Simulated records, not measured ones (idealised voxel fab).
Process module name: voxel capacitor over wiring
Shown is cross-section cut, with a width of 230 nm and square cells of size 5 nm.
Cross-section spec: square-cell grid; bands listed top down; each band is one or more rows.
Band: top and bottom heights (nm) first, top before bottom; then materials from left to right, widths in nm. "all across" marks a sole material filling the band edge to edge. "empty" denotes empty space.
Convention: height 0 is the level below which the wafer, as received, is all one material. The lowest band does not terminate at the bottom but continues downward, represented as "z 0 and below".
Top row gets the first number, bottom row gets the second, and each row in between changes by the same step: that is how a band width like "30->40" works.
It should be understood that the words "nothing altered", when stated for a given step, signify that the cross-section underwent no change in any of its cells during that step.
Closed empty spaces (no open way to the top) of 8 cells or more are what "Enclosed void catalog" lists, each as width x height at distance from the left edge, nm for all three.
What comes after the settings on a step's line is commentary from the simulator itself on that step.
On any step carrying a mask, the "overlay nm" setting, if present on the step's line, tells how far right of its planned place the mask lay; negative values point to the left.

THESE ARE THE STEPS WE PLANNED FOR THE PROCESS
| 1 | op RECEIVE | material Si |
| 2 | op CONFORMAL_DEP | material SiO2 | thk nm 10 |
| 3 | op CONFORMAL_DEP | material SiCN | thk nm 5 |
| 4 | op DIRECTIONAL_DEP | material SiO2 | thk nm 20 |
| 5 | op DIRECTIONAL_DEP | material aC | thk nm 15 |
| 6 | op PATTERN | tone open | mask id METAL_1 | material resist | width nm 30 | pitch nm 95 | thk nm 35 | overlay nm 0 |
| 7 | op DIRECTIONAL_ETCH | etch materials aC | depth nm 15 |
| 8 | op STRIP | etch materials resist |
| 9 | op DIRECTIONAL_ETCH | etch materials SiO2 | depth nm 20 |
| 10 | op DIRECTIONAL_ETCH | etch materials SiCN | depth nm 5 |
| 11 | op STRIP | etch materials aC |
| 12 | op CONFORMAL_DEP | material TiN | thk nm 5 |
| 13 | op FILL_DEP | material Ru | thk nm 5 |
| 14 | op CMP | height nm 35 |
| 15 | op CONFORMAL_DEP | material SiCN | thk nm 5 |
| 16 | op DIRECTIONAL_DEP | material lowk | thk nm 15 |
| 17 | op DIRECTIONAL_DEP | material aC | thk nm 10 |
| 18 | op PATTERN | tone open | mask id PLUG_1 | material resist | width nm 15 | thk nm 30 | overlay nm 0 |
| 19 | op DIRECTIONAL_ETCH | etch materials aC | depth nm 10 |
| 20 | op STRIP | etch materials resist |
| 21 | op DIRECTIONAL_ETCH | etch materials lowk | depth nm 15 |
| 22 | op DIRECTIONAL_ETCH | etch materials SiCN | depth nm 5 |
| 23 | op STRIP | etch materials aC |
| 24 | op EPI | material Ru | thk nm 10 |
| 25 | op EPI | material Ru | thk nm 10 |
| 26 | op DIRECTIONAL_DEP | material TiN | thk nm 10 |
| 27 | op DIRECTIONAL_DEP | material SiN | thk nm 5 |
| 28 | op DIRECTIONAL_DEP | material TiN | thk nm 10 |
| 29 | op MASKED_ETCH | tone cover | mask id UPPER_PLATE | width nm 70 | etch materials TiN | depth nm 10 | overlay nm 0 |
| 30 | op MASKED_ETCH | tone cover | mask id UPPER_PLATE | width nm 70 | etch materials SiN | depth nm 5 | overlay nm 0 |
| 31 | op DIRECTIONAL_DEP | material aC | thk nm 10 |
| 32 | op PATTERN | tone cover | mask id LOWER_PLATE | material resist | width nm 80 | thk nm 25 | overlay nm 0 |
| 33 | op DIRECTIONAL_ETCH | etch materials aC | depth nm 10 |
| 34 | op STRIP | etch materials resist |
| 35 | op DIRECTIONAL_ETCH | etch materials TiN | depth nm 10 |
| 36 | op STRIP | etch materials aC |
| 37 | op FILL_DEP | material SiO2 | thk nm 15 |
| 38 | op CMP | height nm 90 |
| 39 | op DIRECTIONAL_DEP | material aC | thk nm 15 |
| 40 | op PATTERN | tone open | mask id PLUG_2 | material resist | width nm 15 | thk nm 35 | overlay nm 0 |
| 41 | op DIRECTIONAL_ETCH | etch materials aC | depth nm 15 |
| 42 | op STRIP | etch materials resist |
| 43 | op DIRECTIONAL_ETCH | etch materials SiO2 | depth nm 10 |
| 44 | op STRIP | etch materials aC |
| 45 | op CONFORMAL_DEP | material TiN | thk nm 5 |
| 46 | op FILL_DEP | material W | thk nm 5 |
| 47 | op CMP | height nm 90 |
| 48 | op CONFORMAL_DEP | material SiN | thk nm 5 |

THE CROSS-SECTION HERE SHOWS THE WAFER AS RECEIVED, I.E. IN ITS STATE AFTER STEP 1
    z 0 and below: Si all across
    Enclosed void catalog: none

FIGURE: CROSS-SECTIONAL VIEW OF THE WAFER UPON COMPLETION OF THE MODULE, PROCESSED FROM THE INITIAL STATE AND ACCORDING TO THE PLAN DEPICTED ABOVE, WITH ONE ERROR INTRODUCED DURING EXECUTION
    z 95 to 90: SiN all across
    z 90 to 85: SiO2=75, then TiN=5, then W=5, then TiN=5, then SiO2=140
    z 85 to 80: SiO2=75, then TiN=15, then SiO2=140
    z 80 to 75: SiO2=65, then SiN=70, then SiO2=95
    z 75 to 65: SiO2=60, then TiN=80, then SiO2=90
    z 65 to 55: TiN all across
    z 55 to 40: lowk=65, then Ru=15, then lowk=150
    z 40 to 35: SiCN=65, then Ru=15, then SiCN=150
    z 35 to 15: SiO2=50, then TiN=5, then Ru=20, then TiN=5, then SiO2=65, then TiN=5, then Ru=20, then TiN=5, then SiO2=55
    z 15 to 10: SiCN=50, then TiN=30, then SiCN=65, then TiN=30, then SiCN=55
    z 10 to 0: SiO2 all across
    z 0 and below: Si all across
    Enclosed void catalog: none
Heads up, the wafer didn't run the way we planned it: step 28 occupied the plan position of step 27, and the converse holds as well
